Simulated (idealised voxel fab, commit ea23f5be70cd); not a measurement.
The process module presented herein is designated voxel spacer lines.
In the cross-section labelled cut, the width is 265 nm and each square cell is 5 nm.
For the purposes of this document, a cross-section shall be understood as a grid of square cells, specified as bands listed in top-to-bottom order, each band consisting of one or more rows of cells.
Per band: top height and bottom height in nm, followed by the left-to-right materials and their widths in nm; "all across" marks a single material spanning edge to edge, "blank" marks empty space.
Heights from 0 (as-received wafer is one material below). Bottom band endless downward, as "0..down".
It should be noted that a width expressed as "30 to 40" varies in equal increments from row to row of cells within the band, taking the value of the first number at the top row and that of the second number at the bottom row.
"no alterations made" (step): cross-section cells unchanged, all of them.
Basically, "Non-vented voids" tells you about the enclosed voids: empty spaces with no open way to the top, 8 cells or bigger, each written width x height at distance, where distance is from the left edge, all in nm.
If you see something after the settings on a step's line, that's the simulator's own remark about that step.
The line of a step may include "overlay nm". On a step with a mask, this value is how far to the right of its planned place the mask lay. A negative value means the mask lay to the left.

So here's the lineup of process steps we planned
1,RECEIVE: material Si
2,CONFORMAL_DEP: material SiO2, thk nm 10
3,DIRECTIONAL_DEP: material polySi, thk nm 20
4,DIRECTIONAL_DEP: material aC, thk nm 20
5,PATTERN: tone cover, mask id MANDREL, material resist, width nm 20, pitch nm 60, thk nm 30, overlay nm 0
6,DIRECTIONAL_ETCH: etch materials aC, depth nm 20
7,STRIP: etch materials resist
8,CONFORMAL_DEP: material SiN, thk nm 10
9,DIRECTIONAL_ETCH: etch materials SiN, depth nm 10
10,STRIP: etch materials aC
11,DIRECTIONAL_ETCH: etch materials polySi, depth nm 20
12,STRIP: etch materials SiN
13,FILL_DEP: material SiO2, thk nm 5
14,CMP: height nm 30

Wafer as received: cross-section following step 1
0..down | Si all across
Non-vented voids: none

Cross-sectional result after module completion. Note: starting condition and plan are unchanged from above; one processing mistake was made
30..10 | SiO2 45 nm | polySi 10 nm | SiO2 30 nm | polySi 10 nm | SiO2 10 nm | polySi 10 nm | SiO2 30 nm | polySi 10 nm | SiO2 10 nm | polySi 10 nm | SiO2 30 nm | polySi 10 nm | SiO2 50 nm
10..0 | SiO2 all across
0..down | Si all across
Non-vented voids: none
Finding, execution versus plan: step 5 deviated from plan and actually ran as PATTERN: tone cover, mask id MANDREL, material resist, width nm 30, pitch nm 60, thk nm 30, overlay nm 0
